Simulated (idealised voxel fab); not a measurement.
process module | voxel wiring stack
cross-section cut | 240 nm wide | cells 5 nm
A cross-section is a grid of square cells, given in bands from the top down. A band is one or more rows of cells.
Each band's line starts with the height of the band's top and of its bottom, in nm. Then come its materials from left to right, each with its width in nm. One material with "throughout" fills the band from edge to edge. "air" is empty space.
Height 0 is the level under which the wafer as received is all one material. The lowest band goes on downwards, as in "0 down".
A width such as "30 to 40" changes by the same amount from each row of cells to the next, from the band's top row to its bottom row.
"no change" after a step means that no cell of the cross-section changed.
closed voids: empty space of 8 cells or more with no open way to the top, each as width x height at its distance from the left edge, in nm
after a step's settings: what the simulator itself notes on the step
overlay nm, on a step with a mask: how far to the right of its planned place the mask lay; to the left if negative
Each pair below shows a cross-section before one step and the cross-section after it, down to the lowest band that changed. The line under each pair gives the step between them, with its settings. The pairs can come from different runs of this module on the same starting wafer, so a pair continues from the pair above only where its "before" says so.
before
  105 to 90: aC 35 | air 30 | aC 15 | air 30 | aC 15 | air 30 | aC 15 | air 30 | aC 40
  90 to 70: lowk 35 | air 30 | lowk 15 | air 30 | lowk 15 | air 30 | lowk 15 | air 30 | lowk 40
  70 to 65: SiCN throughout
  65 to 50: lowk 35 | TiN 5 | Cu 5 | TiN 5 | lowk 30 | TiN 5 | Cu 5 | TiN 5 | lowk 30 | TiN 5 | Cu 5 | TiN 5 | lowk 30 | TiN 5 | Cu 5 | TiN 5 | lowk 55
  50 to 45: lowk 35 | TiN 15 | lowk 30 | TiN 15 | lowk 30 | TiN 15 | lowk 30 | TiN 15 | lowk 55
  45 to 40: SiCN 40 | TiN 10 | SiCN 35 | TiN 10 | SiCN 35 | TiN 10 | SiCN 35 | TiN 10 | SiCN 55
  40 to 20: lowk 35 | TiN 5 | Cu 20 | TiN 5 | lowk 15 | TiN 5 | Cu 20 | TiN 5 | lowk 15 | TiN 5 | Cu 20 | TiN 5 | lowk 15 | TiN 5 | Cu 20 | TiN 5 | lowk 40
  20 to 15: SiN 35 | TiN 30 | SiN 15 | TiN 30 | SiN 15 | TiN 30 | SiN 15 | TiN 30 | SiN 40
  15 to 0: SiO2 throughout
  0 down: Si throughout
  closed voids: none
after
  105 to 90: aC 35 | air 30 | aC 15 | air 30 | aC 15 | air 30 | aC 15 | air 30 | aC 40
  90 to 70: lowk 35 | air 30 | lowk 15 | air 30 | lowk 15 | air 30 | lowk 15 | air 30 | lowk 40
  70 to 65: SiCN 35 | air 30 | SiCN 15 | air 30 | SiCN 15 | air 30 | SiCN 15 | air 30 | SiCN 40
  below 65: unchanged
  closed voids: none
the step between: op DIRECTIONAL_ETCH | etch materials SiCN | depth nm 5
before: the cross-section after the pair above
after
  90 to 70: lowk 35 | air 30 | lowk 15 | air 30 | lowk 15 | air 30 | lowk 15 | air 30 | lowk 40
  below 70: unchanged
  closed voids: none
the step between: op STRIP | etch materials aC
before: the cross-section after the pair above
after
  95 to 90: TiN 40 | air 20 | TiN 25 | air 20 | TiN 25 | air 20 | TiN 25 | air 20 | TiN 45
  90 to 70: lowk 35 | TiN 5 | air 20 | TiN 5 | lowk 15 | TiN 5 | air 20 | TiN 5 | lowk 15 | TiN 5 | air 20 | TiN 5 | lowk 15 | TiN 5 | air 20 | TiN 5 | lowk 40
  70 to 65: SiCN 35 | TiN 30 | SiCN 15 | TiN 30 | SiCN 15 | TiN 30 | SiCN 15 | TiN 30 | SiCN 40
  below 65: unchanged
  closed voids: none
the step between: op CONFORMAL_DEP | material TiN | thk nm 5
before: the cross-section after the pair above
after
  100 to 95: W throughout
  95 to 90: TiN 40 | W 20 | TiN 25 | W 20 | TiN 25 | W 20 | TiN 25 | W 20 | TiN 45
  90 to 70: lowk 35 | TiN 5 | W 20 | TiN 5 | lowk 15 | TiN 5 | W 20 | TiN 5 | lowk 15 | TiN 5 | W 20 | TiN 5 | lowk 15 | TiN 5 | W 20 | TiN 5 | lowk 40
  below 70: unchanged
  closed voids: none
the step between: op FILL_DEP | material W | thk nm 5
before: the cross-section after the pair above
after
  90 to 70: lowk 35 | TiN 5 | W 20 | TiN 5 | lowk 15 | TiN 5 | W 20 | TiN 5 | lowk 15 | TiN 5 | W 20 | TiN 5 | lowk 15 | TiN 5 | W 20 | TiN 5 | lowk 40
  below 70: unchanged
  closed voids: none
the step between: op CMP | height nm 90
before: the cross-section after the pair above
after
  95 to 90: air 30 | Ru 40 | air 5 | Ru 40 | air 5 | Ru 40 | air 5 | Ru 40 | air 35
  below 90: unchanged
  closed voids: none
the step between: op EPI | material Ru | thk nm 5
before: the cross-section after the pair above
after
  100 to 95: SiCN throughout
  95 to 90: SiCN 30 | Ru 40 | SiCN 5 | Ru 40 | SiCN 5 | Ru 40 | SiCN 5 | Ru 40 | SiCN 35
  below 90: unchanged
  closed voids: none
the step between: op FILL_DEP | material SiCN | thk nm 5
before: the cross-section after the pair above
after
  135 to 100: lowk throughout
  below 100: unchanged
  closed voids: none
the step between: op DIRECTIONAL_DEP | material lowk | thk nm 35
before: the cross-section after the pair above
after
  155 to 135: resist 35 | air 30 | resist 15 | air 30 | resist 15 | air 30 | resist 15 | air 30 | resist 40
  below 135: unchanged
  closed voids: none
the step between: op PATTERN | tone open | mask id METAL_3 | material resist | width nm 30 | pitch nm 45 | thk nm 20 | overlay nm 0
before: the cross-section after the pair above
after
  155 to 135: resist 35 | air 30 | resist 15 | air 30 | resist 15 | air 30 | resist 15 | air 30 | resist 40
  135 to 115: lowk 35 | air 30 | lowk 15 | air 30 | lowk 15 | air 30 | lowk 15 | air 30 | lowk 40
  below 115: unchanged
  closed voids: none
the step between: op DIRECTIONAL_ETCH | etch materials lowk | depth nm 20
before: the cross-section after the pair above
after
  135 to 115: lowk 35 | air 30 | lowk 15 | air 30 | lowk 15 | air 30 | lowk 15 | air 30 | lowk 40
  below 115: unchanged
  closed voids: none
the step between: op STRIP | etch materials resist
before: the cross-section after the pair above
after
  135 to 115: lowk 35 | air 30 | lowk 15 | air 30 | lowk 15 | air 30 | lowk 15 | air 30 | lowk 40
  115 to 100: lowk 35 | air 15 | lowk 30 | air 15 | lowk 30 | air 15 | lowk 30 | air 15 | lowk 55
  below 100: unchanged
  closed voids: none
the step between: op MASKED_ETCH | tone open | mask id METAL_3_HOLES | width nm 15 | pitch nm 45 | etch materials lowk | depth nm 15 | overlay nm 0
before: the cross-section after the pair above
after
  135 to 115: lowk 35 | air 30 | lowk 15 | air 30 | lowk 15 | air 30 | lowk 15 | air 30 | lowk 40
  115 to 100: lowk 35 | air 15 | lowk 30 | air 15 | lowk 30 | air 15 | lowk 30 | air 15 | lowk 55
  100 to 95: SiCN 35 | air 15 | SiCN 30 | air 15 | SiCN 30 | air 15 | SiCN 30 | air 15 | SiCN 55
  below 95: unchanged
  closed voids: none
the step between: op MASKED_ETCH | tone open | mask id METAL_3_HOLES | width nm 15 | pitch nm 45 | etch materials SiCN | depth nm 5 | overlay nm 0
before: the cross-section after the pair above
after
  140 to 135: TiN 40 | air 20 | TiN 25 | air 20 | TiN 25 | air 20 | TiN 25 | air 20 | TiN 45
  135 to 120: lowk 35 | TiN 5 | air 20 | TiN 5 | lowk 15 | TiN 5 | air 20 | TiN 5 | lowk 15 | TiN 5 | air 20 | TiN 5 | lowk 15 | TiN 5 | air 20 | TiN 5 | lowk 40
  120 to 115: lowk 35 | TiN 5 | air 5 | TiN 20 | lowk 15 | TiN 5 | air 5 | TiN 20 | lowk 15 | TiN 5 | air 5 | TiN 20 | lowk 15 | TiN 5 | air 5 | TiN 20 | lowk 40
  115 to 100: lowk 35 | TiN 5 | air 5 | TiN 5 | lowk 30 | TiN 5 | air 5 | TiN 5 | lowk 30 | TiN 5 | air 5 | TiN 5 | lowk 30 | TiN 5 | air 5 | TiN 5 | lowk 55
  100 to 95: SiCN 35 | TiN 15 | SiCN 30 | TiN 15 | SiCN 30 | TiN 15 | SiCN 30 | TiN 15 | SiCN 55
  below 95: unchanged
  closed voids: none
the step between: op CONFORMAL_DEP | material TiN | thk nm 5
before: the cross-section after the pair above
after
  145 to 140: Cu throughout
  140 to 135: TiN 40 | Cu 20 | TiN 25 | Cu 20 | TiN 25 | Cu 20 | TiN 25 | Cu 20 | TiN 45
  135 to 120: lowk 35 | TiN 5 | Cu 20 | TiN 5 | lowk 15 | TiN 5 | Cu 20 | TiN 5 | lowk 15 | TiN 5 | Cu 20 | TiN 5 | lowk 15 | TiN 5 | Cu 20 | TiN 5 | lowk 40
  120 to 115: lowk 35 | TiN 5 | Cu 5 | TiN 20 | lowk 15 | TiN 5 | Cu 5 | TiN 20 | lowk 15 | TiN 5 | Cu 5 | TiN 20 | lowk 15 | TiN 5 | Cu 5 | TiN 20 | lowk 40
  115 to 100: lowk 35 | TiN 5 | Cu 5 | TiN 5 | lowk 30 | TiN 5 | Cu 5 | TiN 5 | lowk 30 | TiN 5 | Cu 5 | TiN 5 | lowk 30 | TiN 5 | Cu 5 | TiN 5 | lowk 55
  below 100: unchanged
  closed voids: none
the step between: op FILL_DEP | material Cu | thk nm 5
before: the cross-section after the pair above
after
  135 to 120: lowk 35 | TiN 5 | Cu 20 | TiN 5 | lowk 15 | TiN 5 | Cu 20 | TiN 5 | lowk 15 | TiN 5 | Cu 20 | TiN 5 | lowk 15 | TiN 5 | Cu 20 | TiN 5 | lowk 40
  below 120: unchanged
  closed voids: none
the step between: op CMP | height nm 135
before: the cross-section after the pair above
after
  140 to 135: SiCN throughout
  below 135: unchanged
  closed voids: none
the step between: op CONFORMAL_DEP | material SiCN | thk nm 5
before
  40 to 20: lowk 35 | TiN 5 | Cu 20 | TiN 5 | lowk 15 | TiN 5 | Cu 20 | TiN 5 | lowk 15 | TiN 5 | Cu 20 | TiN 5 | lowk 15 | TiN 5 | Cu 20 | TiN 5 | lowk 40
  20 to 15: SiN 35 | TiN 30 | SiN 15 | TiN 30 | SiN 15 | TiN 30 | SiN 15 | TiN 30 | SiN 40
  15 to 0: SiO2 throughout
  0 down: Si throughout
  closed voids: none
after
  45 to 40: TiN throughout
  below 40: unchanged
  closed voids: none
the step between: op CONFORMAL_DEP | material TiN | thk nm 5
before: the cross-section after the pair above
after
  65 to 45: lowk throughout
  below 45: unchanged
  closed voids: none
the step between: op DIRECTIONAL_DEP | material lowk | thk nm 20
before: the cross-section after the pair above
after
  65 to 45: lowk 35 | air 15 | lowk 30 | air 15 | lowk 30 | air 15 | lowk 30 | air 15 | lowk 55
  below 45: unchanged
  closed voids: none
the step between: op MASKED_ETCH | tone open | mask id PLUG_1 | width nm 15 | pitch nm 45 | etch materials lowk | depth nm 20 | overlay nm 0
before: the cross-section after the pair above
after
  70 to 65: TiN 40 | air 5 | TiN 40 | air 5 | TiN 40 | air 5 | TiN 40 | air 5 | TiN 60
  65 to 50: lowk 35 | TiN 5 | air 5 | TiN 5 | lowk 30 | TiN 5 | air 5 | TiN 5 | lowk 30 | TiN 5 | air 5 | TiN 5 | lowk 30 | TiN 5 | air 5 | TiN 5 | lowk 55
  50 to 45: lowk 35 | TiN 15 | lowk 30 | TiN 15 | lowk 30 | TiN 15 | lowk 30 | TiN 15 | lowk 55
  below 45: unchanged
  closed voids: none
the step between: op CONFORMAL_DEP | material TiN | thk nm 5
before: the cross-section after the pair above
after
  75 to 70: Cu throughout
  70 to 65: TiN 40 | Cu 5 | TiN 40 | Cu 5 | TiN 40 | Cu 5 | TiN 40 | Cu 5 | TiN 60
  65 to 50: lowk 35 | TiN 5 | Cu 5 | TiN 5 | lowk 30 | TiN 5 | Cu 5 | TiN 5 | lowk 30 | TiN 5 | Cu 5 | TiN 5 | lowk 30 | TiN 5 | Cu 5 | TiN 5 | lowk 55
  below 50: unchanged
  closed voids: none
the step between: op FILL_DEP | material Cu | thk nm 5
before: the cross-section after the pair above
after
  65 to 50: lowk 35 | TiN 5 | Cu 5 | TiN 5 | lowk 30 | TiN 5 | Cu 5 | TiN 5 | lowk 30 | TiN 5 | Cu 5 | TiN 5 | lowk 30 | TiN 5 | Cu 5 | TiN 5 | lowk 55
  below 50: unchanged
  closed voids: none
the step between: op CMP | height nm 65
before: the cross-section after the pair above
after
  70 to 65: SiCN throughout
  below 65: unchanged
  closed voids: none
the step between: op CONFORMAL_DEP | material SiCN | thk nm 5
before: the cross-section after the pair above
after
  90 to 70: lowk throughout
  below 70: unchanged
  closed voids: none
the step between: op DIRECTIONAL_DEP | material lowk | thk nm 20
before: the cross-section after the pair above
after
  105 to 90: aC throughout
  below 90: unchanged
  closed voids: none
the step between: op DIRECTIONAL_DEP | material aC | thk nm 15
before: the cross-section after the pair above
after
  140 to 105: resist 35 | air 30 | resist 15 | air 30 | resist 15 | air 30 | resist 15 | air 30 | resist 40
  below 105: unchanged
  closed voids: none
the step between: op PATTERN | tone open | mask id METAL_2 | material resist | width nm 30 | pitch nm 45 | thk nm 35 | overlay nm 0
before: the cross-section after the pair above
after
  125 to 105: resist 35 | air 30 | resist 15 | air 30 | resist 15 | air 30 | resist 15 | air 30 | resist 40
  105 to 90: aC 35 | air 30 | aC 15 | air 30 | aC 15 | air 30 | aC 15 | air 30 | aC 40
  below 90: unchanged
  closed voids: none
the step between: op DIRECTIONAL_ETCH | etch materials aC | depth nm 15
before: the cross-section after the pair above
after
  105 to 90: aC 35 | air 30 | aC 15 | air 30 | aC 15 | air 30 | aC 15 | air 30 | aC 40
  below 90: unchanged
  closed voids: none
the step between: op STRIP | etch materials resist
before: the cross-section after the pair above
after
  105 to 90: aC 35 | air 30 | aC 15 | air 30 | aC 15 | air 30 | aC 15 | air 30 | aC 40
  90 to 70: lowk 35 | air 30 | lowk 15 | air 30 | lowk 15 | air 30 | lowk 15 | air 30 | lowk 40
  below 70: unchanged
  closed voids: none
the step between: op DIRECTIONAL_ETCH | etch materials lowk | depth nm 20
before: the cross-section after the pair above
after
  105 to 90: aC 35 | air 30 | aC 15 | air 30 | aC 15 | air 30 | aC 15 | air 30 | aC 40
  90 to 70: lowk 35 | air 30 | lowk 15 | air 30 | lowk 15 | air 30 | lowk 15 | air 30 | lowk 40
  70 to 65: SiCN 35 | air 30 | SiCN 15 | air 30 | SiCN 15 | air 30 | SiCN 15 | air 30 | SiCN 40
  below 65: unchanged
  closed voids: none
the step between: op DIRECTIONAL_ETCH | etch materials SiCN | depth nm 5
before: the cross-section after the pair above
after
  90 to 70: lowk 35 | air 30 | lowk 15 | air 30 | lowk 15 | air 30 | lowk 15 | air 30 | lowk 40
  below 70: unchanged
  closed voids: none
the step between: op STRIP | etch materials aC
before: the cross-section after the pair above
after
  95 to 90: TiN 40 | air 20 | TiN 25 | air 20 | TiN 25 | air 20 | TiN 25 | air 20 | TiN 45
  90 to 70: lowk 35 | TiN 5 | air 20 | TiN 5 | lowk 15 | TiN 5 | air 20 | TiN 5 | lowk 15 | TiN 5 | air 20 | TiN 5 | lowk 15 | TiN 5 | air 20 | TiN 5 | lowk 40
  70 to 65: SiCN 35 | TiN 30 | SiCN 15 | TiN 30 | SiCN 15 | TiN 30 | SiCN 15 | TiN 30 | SiCN 40
  below 65: unchanged
  closed voids: none
the step between: op CONFORMAL_DEP | material TiN | thk nm 5
before: the cross-section after the pair above
after
  100 to 95: W throughout
  95 to 90: TiN 40 | W 20 | TiN 25 | W 20 | TiN 25 | W 20 | TiN 25 | W 20 | TiN 45
  90 to 70: lowk 35 | TiN 5 | W 20 | TiN 5 | lowk 15 | TiN 5 | W 20 | TiN 5 | lowk 15 | TiN 5 | W 20 | TiN 5 | lowk 15 | TiN 5 | W 20 | TiN 5 | lowk 40
  below 70: unchanged
  closed voids: none
the step between: op FILL_DEP | material W | thk nm 5
before: the cross-section after the pair above
after
  90 to 70: lowk 35 | TiN 5 | W 20 | TiN 5 | lowk 15 | TiN 5 | W 20 | TiN 5 | lowk 15 | TiN 5 | W 20 | TiN 5 | lowk 15 | TiN 5 | W 20 | TiN 5 | lowk 40
  below 70: unchanged
  closed voids: none
the step between: op CMP | height nm 90
before: the cross-section after the pair above
after
  95 to 90: air 30 | Ru 40 | air 5 | Ru 40 | air 5 | Ru 40 | air 5 | Ru 40 | air 35
  below 90: unchanged
  closed voids: none
the step between: op EPI | material Ru | thk nm 5
before: the cross-section after the pair above
after
  100 to 95: SiCN throughout
  95 to 90: SiCN 30 | Ru 40 | SiCN 5 | Ru 40 | SiCN 5 | Ru 40 | SiCN 5 | Ru 40 | SiCN 35
  below 90: unchanged
  closed voids: none
the step between: op FILL_DEP | material SiCN | thk nm 5
before: the cross-section after the pair above
after
  135 to 100: lowk throughout
  below 100: unchanged
  closed voids: none
the step between: op DIRECTIONAL_DEP | material lowk | thk nm 35
before: the cross-section after the pair above
after
  155 to 135: resist 35 | air 30 | resist 15 | air 30 | resist 15 | air 30 | resist 15 | air 30 | resist 40
  below 135: unchanged
  closed voids: none
the step between: op PATTERN | tone open | mask id METAL_3 | material resist | width nm 30 | pitch nm 45 | thk nm 20 | overlay nm 0
before: the cross-section after the pair above
after
  155 to 135: resist 35 | air 30 | resist 15 | air 30 | resist 15 | air 30 | resist 15 | air 30 | resist 40
  135 to 115: lowk 35 | air 30 | lowk 15 | air 30 | lowk 15 | air 30 | lowk 15 | air 30 | lowk 40
  below 115: unchanged
  closed voids: none
the step between: op DIRECTIONAL_ETCH | etch materials lowk | depth nm 20
before: the cross-section after the pair above
after
  135 to 115: lowk 35 | air 30 | lowk 15 | air 30 | lowk 15 | air 30 | lowk 15 | air 30 | lowk 40
  below 115: unchanged
  closed voids: none
the step between: op STRIP | etch materials resist
before: the cross-section after the pair above
after
  135 to 115: lowk 35 | air 30 | lowk 15 | air 30 | lowk 15 | air 30 | lowk 15 | air 30 | lowk 40
  115 to 100: lowk 35 | air 15 | lowk 30 | air 15 | lowk 30 | air 15 | lowk 30 | air 15 | lowk 55
  below 100: unchanged
  closed voids: none
the step between: op MASKED_ETCH | tone open | mask id METAL_3_HOLES | width nm 15 | pitch nm 45 | etch materials lowk | depth nm 15 | overlay nm 0
before: the cross-section after the pair above
after
  135 to 115: lowk 35 | air 30 | lowk 15 | air 30 | lowk 15 | air 30 | lowk 15 | air 30 | lowk 40
  115 to 100: lowk 35 | air 15 | lowk 30 | air 15 | lowk 30 | air 15 | lowk 30 | air 15 | lowk 55
  100 to 95: SiCN 35 | air 15 | SiCN 30 | air 15 | SiCN 30 | air 15 | SiCN 30 | air 15 | SiCN 55
  below 95: unchanged
  closed voids: none
the step between: op MASKED_ETCH | tone open | mask id METAL_3_HOLES | width nm 15 | pitch nm 45 | etch materials SiCN | depth nm 5 | overlay nm 0
before: the cross-section after the pair above
after
  140 to 135: TiN 40 | air 20 | TiN 25 | air 20 | TiN 25 | air 20 | TiN 25 | air 20 | TiN 45
  135 to 120: lowk 35 | TiN 5 | air 20 | TiN 5 | lowk 15 | TiN 5 | air 20 | TiN 5 | lowk 15 | TiN 5 | air 20 | TiN 5 | lowk 15 | TiN 5 | air 20 | TiN 5 | lowk 40
  120 to 115: lowk 35 | TiN 5 | air 5 | TiN 20 | lowk 15 | TiN 5 | air 5 | TiN 20 | lowk 15 | TiN 5 | air 5 | TiN 20 | lowk 15 | TiN 5 | air 5 | TiN 20 | lowk 40
  115 to 100: lowk 35 | TiN 5 | air 5 | TiN 5 | lowk 30 | TiN 5 | air 5 | TiN 5 | lowk 30 | TiN 5 | air 5 | TiN 5 | lowk 30 | TiN 5 | air 5 | TiN 5 | lowk 55
  100 to 95: SiCN 35 | TiN 15 | SiCN 30 | TiN 15 | SiCN 30 | TiN 15 | SiCN 30 | TiN 15 | SiCN 55
  below 95: unchanged
  closed voids: none
the step between: op CONFORMAL_DEP | material TiN | thk nm 5
before: the cross-section after the pair above
after
  145 to 140: Cu throughout
  140 to 135: TiN 40 | Cu 20 | TiN 25 | Cu 20 | TiN 25 | Cu 20 | TiN 25 | Cu 20 | TiN 45
  135 to 120: lowk 35 | TiN 5 | Cu 20 | TiN 5 | lowk 15 | TiN 5 | Cu 20 | TiN 5 | lowk 15 | TiN 5 | Cu 20 | TiN 5 | lowk 15 | TiN 5 | Cu 20 | TiN 5 | lowk 40
  120 to 115: lowk 35 | TiN 5 | Cu 5 | TiN 20 | lowk 15 | TiN 5 | Cu 5 | TiN 20 | lowk 15 | TiN 5 | Cu 5 | TiN 20 | lowk 15 | TiN 5 | Cu 5 | TiN 20 | lowk 40
  115 to 100: lowk 35 | TiN 5 | Cu 5 | TiN 5 | lowk 30 | TiN 5 | Cu 5 | TiN 5 | lowk 30 | TiN 5 | Cu 5 | TiN 5 | lowk 30 | TiN 5 | Cu 5 | TiN 5 | lowk 55
  below 100: unchanged
  closed voids: none
the step between: op FILL_DEP | material Cu | thk nm 5
before: the cross-section after the pair above
after
  135 to 120: lowk 35 | TiN 5 | Cu 20 | TiN 5 | lowk 15 | TiN 5 | Cu 20 | TiN 5 | lowk 15 | TiN 5 | Cu 20 | TiN 5 | lowk 15 | TiN 5 | Cu 20 | TiN 5 | lowk 40
  below 120: unchanged
  closed voids: none
the step between: op CMP | height nm 135
before: the cross-section after the pair above
after
  140 to 135: SiCN throughout
  below 135: unchanged
  closed voids: none
the step between: op CONFORMAL_DEP | material SiCN | thk nm 5
before
  65 to 45: lowk throughout
  45 to 40: SiCN throughout
  40 to 20: lowk 35 | TiN 5 | Cu 20 | TiN 5 | lowk 15 | TiN 5 | Cu 20 | TiN 5 | lowk 15 | TiN 5 | Cu 20 | TiN 5 | lowk 15 | TiN 5 | Cu 20 | TiN 5 | lowk 40
  20 to 15: SiN 35 | TiN 30 | SiN 15 | TiN 30 | SiN 15 | TiN 30 | SiN 15 | TiN 30 | SiN 40
  15 to 0: SiO2 throughout
  0 down: Si throughout
  closed voids: none
after
  65 to 45: air 35 | lowk 15 | air 30 | lowk 15 | air 30 | lowk 15 | air 30 | lowk 15 | air 55
  below 45: unchanged
  closed voids: none
the step between: op MASKED_ETCH | tone cover | mask id PLUG_1 | width nm 15 | pitch nm 45 | etch materials lowk | depth nm 20 | overlay nm 0
before: the cross-section after the pair above
after
  70 to 65: air 30 | TiN 25 | air 20 | TiN 25 | air 20 | TiN 25 | air 20 | TiN 25 | air 50
  65 to 50: air 30 | TiN 5 | lowk 15 | TiN 5 | air 20 | TiN 5 | lowk 15 | TiN 5 | air 20 | TiN 5 | lowk 15 | TiN 5 | air 20 | TiN 5 | lowk 15 | TiN 5 | air 50
  50 to 45: TiN 35 | lowk 15 | TiN 30 | lowk 15 | TiN 30 | lowk 15 | TiN 30 | lowk 15 | TiN 55
  below 45: unchanged
  closed voids: none
the step between: op CONFORMAL_DEP | material TiN | thk nm 5
before: the cross-section after the pair above
after
  75 to 70: Cu throughout
  70 to 65: Cu 30 | TiN 25 | Cu 20 | TiN 25 | Cu 20 | TiN 25 | Cu 20 | TiN 25 | Cu 50
  65 to 50: Cu 30 | TiN 5 | lowk 15 | TiN 5 | Cu 20 | TiN 5 | lowk 15 | TiN 5 | Cu 20 | TiN 5 | lowk 15 | TiN 5 | Cu 20 | TiN 5 | lowk 15 | TiN 5 | Cu 50
  below 50: unchanged
  closed voids: none
the step between: op FILL_DEP | material Cu | thk nm 5
before: the cross-section after the pair above
after
  65 to 50: Cu 30 | TiN 5 | lowk 15 | TiN 5 | Cu 20 | TiN 5 | lowk 15 | TiN 5 | Cu 20 | TiN 5 | lowk 15 | TiN 5 | Cu 20 | TiN 5 | lowk 15 | TiN 5 | Cu 50
  below 50: unchanged
  closed voids: none
the step between: op CMP | height nm 65
before: the cross-section after the pair above
after
  70 to 65: SiCN throughout
  below 65: unchanged
  closed voids: none
the step between: op CONFORMAL_DEP | material SiCN | thk nm 5
before: the cross-section after the pair above
after
  90 to 70: lowk throughout
  below 70: unchanged
  closed voids: none
the step between: op DIRECTIONAL_DEP | material lowk | thk nm 20
before: the cross-section after the pair above
after
  105 to 90: aC throughout
  below 90: unchanged
  closed voids: none
the step between: op DIRECTIONAL_DEP | material aC | thk nm 15
before: the cross-section after the pair above
after
  140 to 105: resist 35 | air 30 | resist 15 | air 30 | resist 15 | air 30 | resist 15 | air 30 | resist 40
  below 105: unchanged
  closed voids: none
the step between: op PATTERN | tone open | mask id METAL_2 | material resist | width nm 30 | pitch nm 45 | thk nm 35 | overlay nm 0
before: the cross-section after the pair above
after
  125 to 105: resist 35 | air 30 | resist 15 | air 30 | resist 15 | air 30 | resist 15 | air 30 | resist 40
  105 to 90: aC 35 | air 30 | aC 15 | air 30 | aC 15 | air 30 | aC 15 | air 30 | aC 40
  below 90: unchanged
  closed voids: none
the step between: op DIRECTIONAL_ETCH | etch materials aC | depth nm 15
before: the cross-section after the pair above
after
  105 to 90: aC 35 | air 30 | aC 15 | air 30 | aC 15 | air 30 | aC 15 | air 30 | aC 40
  below 90: unchanged
  closed voids: none
the step between: op STRIP | etch materials resist
before: the cross-section after the pair above
after
  105 to 90: aC 35 | air 30 | aC 15 | air 30 | aC 15 | air 30 | aC 15 | air 30 | aC 40
  90 to 70: lowk 35 | air 30 | lowk 15 | air 30 | lowk 15 | air 30 | lowk 15 | air 30 | lowk 40
  below 70: unchanged
  closed voids: none
the step between: op DIRECTIONAL_ETCH | etch materials lowk | depth nm 20
before: the cross-section after the pair above
after
  105 to 90: aC 35 | air 30 | aC 15 | air 30 | aC 15 | air 30 | aC 15 | air 30 | aC 40
  90 to 70: lowk 35 | air 30 | lowk 15 | air 30 | lowk 15 | air 30 | lowk 15 | air 30 | lowk 40
  70 to 65: SiCN 35 | air 30 | SiCN 15 | air 30 | SiCN 15 | air 30 | SiCN 15 | air 30 | SiCN 40
  below 65: unchanged
  closed voids: none
the step between: op DIRECTIONAL_ETCH | etch materials SiCN | depth nm 5
before: the cross-section after the pair above
after
  90 to 70: lowk 35 | air 30 | lowk 15 | air 30 | lowk 15 | air 30 | lowk 15 | air 30 | lowk 40
  below 70: unchanged
  closed voids: none
the step between: op STRIP | etch materials aC
before: the cross-section after the pair above
after
  95 to 90: TiN 40 | air 20 | TiN 25 | air 20 | TiN 25 | air 20 | TiN 25 | air 20 | TiN 45
  90 to 70: lowk 35 | TiN 5 | air 20 | TiN 5 | lowk 15 | TiN 5 | air 20 | TiN 5 | lowk 15 | TiN 5 | air 20 | TiN 5 | lowk 15 | TiN 5 | air 20 | TiN 5 | lowk 40
  70 to 65: SiCN 35 | TiN 30 | SiCN 15 | TiN 30 | SiCN 15 | TiN 30 | SiCN 15 | TiN 30 | SiCN 40
  below 65: unchanged
  closed voids: none
the step between: op CONFORMAL_DEP | material TiN | thk nm 5
before: the cross-section after the pair above
after
  100 to 95: W throughout
  95 to 90: TiN 40 | W 20 | TiN 25 | W 20 | TiN 25 | W 20 | TiN 25 | W 20 | TiN 45
  90 to 70: lowk 35 | TiN 5 | W 20 | TiN 5 | lowk 15 | TiN 5 | W 20 | TiN 5 | lowk 15 | TiN 5 | W 20 | TiN 5 | lowk 15 | TiN 5 | W 20 | TiN 5 | lowk 40
  below 70: unchanged
  closed voids: none
the step between: op FILL_DEP | material W | thk nm 5
before: the cross-section after the pair above
after
  90 to 70: lowk 35 | TiN 5 | W 20 | TiN 5 | lowk 15 | TiN 5 | W 20 | TiN 5 | lowk 15 | TiN 5 | W 20 | TiN 5 | lowk 15 | TiN 5 | W 20 | TiN 5 | lowk 40
  below 70: unchanged
  closed voids: none
the step between: op CMP | height nm 90
before: the cross-section after the pair above
after
  95 to 90: air 30 | Ru 40 | air 5 | Ru 40 | air 5 | Ru 40 | air 5 | Ru 40 | air 35
  below 90: unchanged
  closed voids: none
the step between: op EPI | material Ru | thk nm 5
before: the cross-section after the pair above
after
  100 to 95: SiCN throughout
  95 to 90: SiCN 30 | Ru 40 | SiCN 5 | Ru 40 | SiCN 5 | Ru 40 | SiCN 5 | Ru 40 | SiCN 35
  below 90: unchanged
  closed voids: none
the step between: op FILL_DEP | material SiCN | thk nm 5
before: the cross-section after the pair above
after
  135 to 100: lowk throughout
  below 100: unchanged
  closed voids: none
the step between: op DIRECTIONAL_DEP | material lowk | thk nm 35
before: the cross-section after the pair above
after
  155 to 135: resist 35 | air 30 | resist 15 | air 30 | resist 15 | air 30 | resist 15 | air 30 | resist 40
  below 135: unchanged
  closed voids: none
the step between: op PATTERN | tone open | mask id METAL_3 | material resist | width nm 30 | pitch nm 45 | thk nm 20 | overlay nm 0
before: the cross-section after the pair above
after
  155 to 135: resist 35 | air 30 | resist 15 | air 30 | resist 15 | air 30 | resist 15 | air 30 | resist 40
  135 to 115: lowk 35 | air 30 | lowk 15 | air 30 | lowk 15 | air 30 | lowk 15 | air 30 | lowk 40
  below 115: unchanged
  closed voids: none
the step between: op DIRECTIONAL_ETCH | etch materials lowk | depth nm 20
before: the cross-section after the pair above
after
  135 to 115: lowk 35 | air 30 | lowk 15 | air 30 | lowk 15 | air 30 | lowk 15 | air 30 | lowk 40
  below 115: unchanged
  closed voids: none
the step between: op STRIP | etch materials resist
before: the cross-section after the pair above
after
  135 to 115: lowk 35 | air 30 | lowk 15 | air 30 | lowk 15 | air 30 | lowk 15 | air 30 | lowk 40
  115 to 100: lowk 35 | air 15 | lowk 30 | air 15 | lowk 30 | air 15 | lowk 30 | air 15 | lowk 55
  below 100: unchanged
  closed voids: none
the step between: op MASKED_ETCH | tone open | mask id METAL_3_HOLES | width nm 15 | pitch nm 45 | etch materials lowk | depth nm 15 | overlay nm 0
before: the cross-section after the pair above
after
  135 to 115: lowk 35 | air 30 | lowk 15 | air 30 | lowk 15 | air 30 | lowk 15 | air 30 | lowk 40
  115 to 100: lowk 35 | air 15 | lowk 30 | air 15 | lowk 30 | air 15 | lowk 30 | air 15 | lowk 55
  100 to 95: SiCN 35 | air 15 | SiCN 30 | air 15 | SiCN 30 | air 15 | SiCN 30 | air 15 | SiCN 55
  below 95: unchanged
  closed voids: none
the step between: op MASKED_ETCH | tone open | mask id METAL_3_HOLES | width nm 15 | pitch nm 45 | etch materials SiCN | depth nm 5 | overlay nm 0
